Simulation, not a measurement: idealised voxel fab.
Process module, titled voxel transistor to metal
Pictured: cross-section cut, 180 nm wide, on a grid of 5 nm square cells.
The cross-sections in this document take the form of a grid made of square cells. They are written out as bands, in order from top to bottom. Each band consists of one or more rows of cells.
Read a band's entry like this: the first values are the height of its top and the height of its bottom in nm, and what follows is the sequence of materials from left to right, each with its width in nm. Note that "empty" is empty space, and that a single material marked "all across" reaches across the band from edge to edge.
Height reference: 0 = level under which incoming wafer is all one material. Lowest band: no bottom, runs on downward, e.g. "0 down".
When a width is written as two numbers, as in "30..40", the first number is the width in the top row of cells of the band and the second is the width in its bottom row, and the width changes by the same amount from each row to the next.
Reading "nothing got changed" for a step: not a cell of the cross-section changed in it.
Enclosed voids (no open way to top), threshold 8 cells or more, entry "Trapped void list", notation width x height at distance, distance from left edge, nm.
Whatever follows a step's settings on its line is a remark the simulator itself makes about that step.
For masked steps, "overlay nm" on the step line gives how far right of plan the mask actually lay; a minus sign means it lay to the left.
Steps planned for the process
1,RECEIVE,material Si
2,CONFORMAL_DEP,material SiO2,thk nm 5
3,CONFORMAL_DEP,material SiN,thk nm 10
4,MASKED_ETCH,tone cover,mask id ACTIVE,width nm 110,etch materials SiN,depth nm 10,overlay nm 0
5,MASKED_ETCH,tone cover,mask id ACTIVE,width nm 110,etch materials SiO2,depth nm 5,overlay nm 0
6,MASKED_ETCH,tone cover,mask id ACTIVE,width nm 100,etch materials Si,depth nm 30,overlay nm 0
7,OXIDIZE,depth nm 5
8,FILL_DEP,material SiO2,thk nm 5
9,CMP,height nm 15
10,SELECTIVE_ETCH,etch materials SiO2,depth nm 10
11,STRIP,etch materials SiN
12,SELECTIVE_ETCH,etch materials SiO2,depth nm 5
13,OXIDIZE,depth nm 5
14,DIRECTIONAL_DEP,material polySi,thk nm 20
15,DIRECTIONAL_DEP,material SiCN,thk nm 10
16,PATTERN,tone cover,mask id GATE,material resist,width nm 30,thk nm 15,overlay nm 0
17,DIRECTIONAL_ETCH,etch materials SiCN,depth nm 20
18,DIRECTIONAL_ETCH,etch materials polySi,depth nm 30
19,STRIP,etch materials resist
20,CONFORMAL_DEP,material SiN,thk nm 10
21,DIRECTIONAL_ETCH,etch materials SiN,depth nm 10
22,DIRECTIONAL_ETCH,etch materials SiO2,depth nm 5
23,EPI,material pSi,thk nm 5
24,FILL_DEP,material SiO2,thk nm 10
25,CMP,height nm 20
26,STRIP,etch materials polySi
27,SELECTIVE_ETCH,etch materials SiO2,depth nm 5
28,CONFORMAL_DEP,material HfO2,thk nm 5
29,CONFORMAL_DEP,material TiN,thk nm 5
30,FILL_DEP,material W,thk nm 10
31,CMP,height nm 15
32,DIRECTIONAL_DEP,material SiO2,thk nm 10
33,MASKED_ETCH,tone open,mask id CONTACT,width nm 20,pitch nm 80,etch materials SiO2,depth nm 25,overlay nm 0
34,CONFORMAL_DEP,material TiN,thk nm 5
35,FILL_DEP,material Ru,thk nm 5
36,CMP,height nm 25
37,CONFORMAL_DEP,material SiN,thk nm 5
38,DIRECTIONAL_DEP,material lowk,thk nm 20
39,DIRECTIONAL_DEP,material aC,thk nm 15
40,PATTERN,tone open,mask id METAL_1,material resist,width nm 20,pitch nm 80,thk nm 30,overlay nm 0
41,DIRECTIONAL_ETCH,etch materials aC,depth nm 15
42,STRIP,etch materials resist
43,DIRECTIONAL_ETCH,etch materials lowk,depth nm 20
44,DIRECTIONAL_ETCH,etch materials SiN,depth nm 5
45,STRIP,etch materials aC
46,CONFORMAL_DEP,material TiN,thk nm 5
47,FILL_DEP,material Cu,thk nm 5
48,CMP,height nm 50
49,CONFORMAL_DEP,material SiCN,thk nm 5
50,DIRECTIONAL_DEP,material SiO2,thk nm 30
51,MASKED_ETCH,tone open,mask id METAL_2_HOLES,width nm 15,pitch nm 80,etch materials SiO2,depth nm 30,overlay nm 0
52,MASKED_ETCH,tone open,mask id METAL_2,width nm 20,pitch nm 80,etch materials SiO2,depth nm 20,overlay nm 0
53,MASKED_ETCH,tone open,mask id METAL_2,width nm 20,pitch nm 80,etch materials SiCN,depth nm 5,overlay nm 0
54,CONFORMAL_DEP,material TiN,thk nm 5
55,FILL_DEP,material Ru,thk nm 10
56,CMP,height nm 85
57,CONFORMAL_DEP,material SiN,thk nm 5
What sets these wafers apart? The width nm at step 6. They all start alike, and the plan carries the first wafer's value.
Step 1 complete: as-received cross-section of the first of several wafers
0 down | Si all across
Trapped void list: none
first wafer at the end, after step 57
90 to 85 | SiN all across
85 to 70 | SiO2 40 nm; TiN 5 nm; Ru 10 nm; TiN 5 nm; SiO2 60 nm; TiN 5 nm; Ru 10 nm; TiN 5 nm; SiO2 40 nm
70 to 65 | SiO2 40 nm; TiN 5 nm; Ru 5 nm; TiN 10 nm; SiO2 60 nm; TiN 5 nm; Ru 5 nm; TiN 10 nm; SiO2 40 nm
65 to 55 | SiO2 40 nm; TiN 5 nm; Ru 5 nm; TiN 5 nm; SiO2 65 nm; TiN 5 nm; Ru 5 nm; TiN 5 nm; SiO2 45 nm
55 to 50 | SiCN 40 nm; TiN 15 nm; SiCN 65 nm; TiN 15 nm; SiCN 45 nm
50 to 30 | lowk 40 nm; TiN 5 nm; Cu 10 nm; TiN 5 nm; lowk 60 nm; TiN 5 nm; Cu 10 nm; TiN 5 nm; lowk 40 nm
30 to 25 | SiN 40 nm; TiN 20 nm; SiN 60 nm; TiN 20 nm; SiN 40 nm
25 to 15 | SiO2 40 nm; TiN 5 nm; Ru 10 nm; TiN 5 nm; SiO2 60 nm; TiN 5 nm; Ru 10 nm; TiN 5 nm; SiO2 40 nm
15 to 5 | SiO2 40 nm; TiN 5 nm; Ru 10 nm; TiN 5 nm; SiO2 5 nm; SiN 10 nm; HfO2 5 nm; TiN 5 nm; W 10 nm; TiN 5 nm; HfO2 5 nm; SiN 10 nm; SiO2 5 nm; TiN 5 nm; Ru 10 nm; TiN 5 nm; SiO2 40 nm
5 to 0 | SiO2 40 nm; TiN 20 nm; SiO2 5 nm; SiN 10 nm; HfO2 5 nm; TiN 20 nm; HfO2 5 nm; SiN 10 nm; SiO2 5 nm; TiN 20 nm; SiO2 40 nm
0 to -5 | SiO2 35 nm; pSi 30 nm; SiO2 5 nm; HfO2 40 nm; SiO2 5 nm; pSi 30 nm; SiO2 35 nm
-5 to -35 | SiO2 40 nm; Si 100 nm; SiO2 40 nm
-35 down | Si all across
Trapped void list: none
Sectional view of the last wafer upon completion of the module
90 to 85 | SiN all across
85 to 70 | SiO2 40 nm; TiN 5 nm; Ru 10 nm; TiN 5 nm; SiO2 60 nm; TiN 5 nm; Ru 10 nm; TiN 5 nm; SiO2 40 nm
70 to 65 | SiO2 40 nm; TiN 5 nm; Ru 5 nm; TiN 10 nm; SiO2 60 nm; TiN 5 nm; Ru 5 nm; TiN 10 nm; SiO2 40 nm
65 to 55 | SiO2 40 nm; TiN 5 nm; Ru 5 nm; TiN 5 nm; SiO2 65 nm; TiN 5 nm; Ru 5 nm; TiN 5 nm; SiO2 45 nm
55 to 50 | SiCN 40 nm; TiN 15 nm; SiCN 65 nm; TiN 15 nm; SiCN 45 nm
50 to 30 | lowk 40 nm; TiN 5 nm; Cu 10 nm; TiN 5 nm; lowk 60 nm; TiN 5 nm; Cu 10 nm; TiN 5 nm; lowk 40 nm
30 to 25 | SiN 40 nm; TiN 20 nm; SiN 60 nm; TiN 20 nm; SiN 40 nm
25 to 15 | SiO2 40 nm; TiN 5 nm; Ru 10 nm; TiN 5 nm; SiO2 60 nm; TiN 5 nm; Ru 10 nm; TiN 5 nm; SiO2 40 nm
15 to 5 | SiO2 40 nm; TiN 5 nm; Ru 10 nm; TiN 5 nm; SiO2 5 nm; SiN 10 nm; HfO2 5 nm; TiN 5 nm; W 10 nm; TiN 5 nm; HfO2 5 nm; SiN 10 nm; SiO2 5 nm; TiN 5 nm; Ru 10 nm; TiN 5 nm; SiO2 40 nm
5 to 0 | SiO2 40 nm; TiN 20 nm; SiO2 5 nm; SiN 10 nm; HfO2 5 nm; TiN 20 nm; HfO2 5 nm; SiN 10 nm; SiO2 5 nm; TiN 20 nm; SiO2 40 nm
0 to -5 | SiO2 30 nm; pSi 35 nm; SiO2 5 nm; HfO2 40 nm; SiO2 5 nm; pSi 40 nm; SiO2 25 nm
-5 to -35 | SiO2 35 nm; Si 115 nm; SiO2 30 nm
-35 down | Si all across
Trapped void list: none
For your reference, the table is organized with a row per wafer; each row reflects the wafer at the end of the module, indicating for each material the cells gained (+) or lost (-) since receipt, and thereafter its closed voids
width nm 100 | +16 Cu | +14 HfO2 | +34 Ru | -132 Si | +30 SiCN | +76 SiN | +394 SiO2 | +88 TiN | +4 W | +112 lowk | +12 pSi | Trapped void list: none
width nm 105 | +16 Cu | +14 HfO2 | +34 Ru | -132 Si | +30 SiCN | +76 SiN | +394 SiO2 | +88 TiN | +4 W | +112 lowk | +12 pSi | Trapped void list: none
width nm 110 | +16 Cu | +14 HfO2 | +34 Ru | -132 Si | +30 SiCN | +76 SiN | +394 SiO2 | +88 TiN | +4 W | +112 lowk | +12 pSi | Trapped void list: none
width nm 115 | +16 Cu | +14 HfO2 | +34 Ru | -126 Si | +30 SiCN | +76 SiN | +387 SiO2 | +88 TiN | +4 W | +112 lowk | +13 pSi | Trapped void list: none
width nm 120 | +16 Cu | +14 HfO2 | +34 Ru | -120 Si | +30 SiCN | +76 SiN | +380 SiO2 | +88 TiN | +4 W | +112 lowk | +14 pSi | Trapped void list: none
width nm 125 | +16 Cu | +14 HfO2 | +34 Ru | -114 Si | +30 SiCN | +76 SiN | +373 SiO2 | +88 TiN | +4 W | +112 lowk | +15 pSi | Trapped void list: none
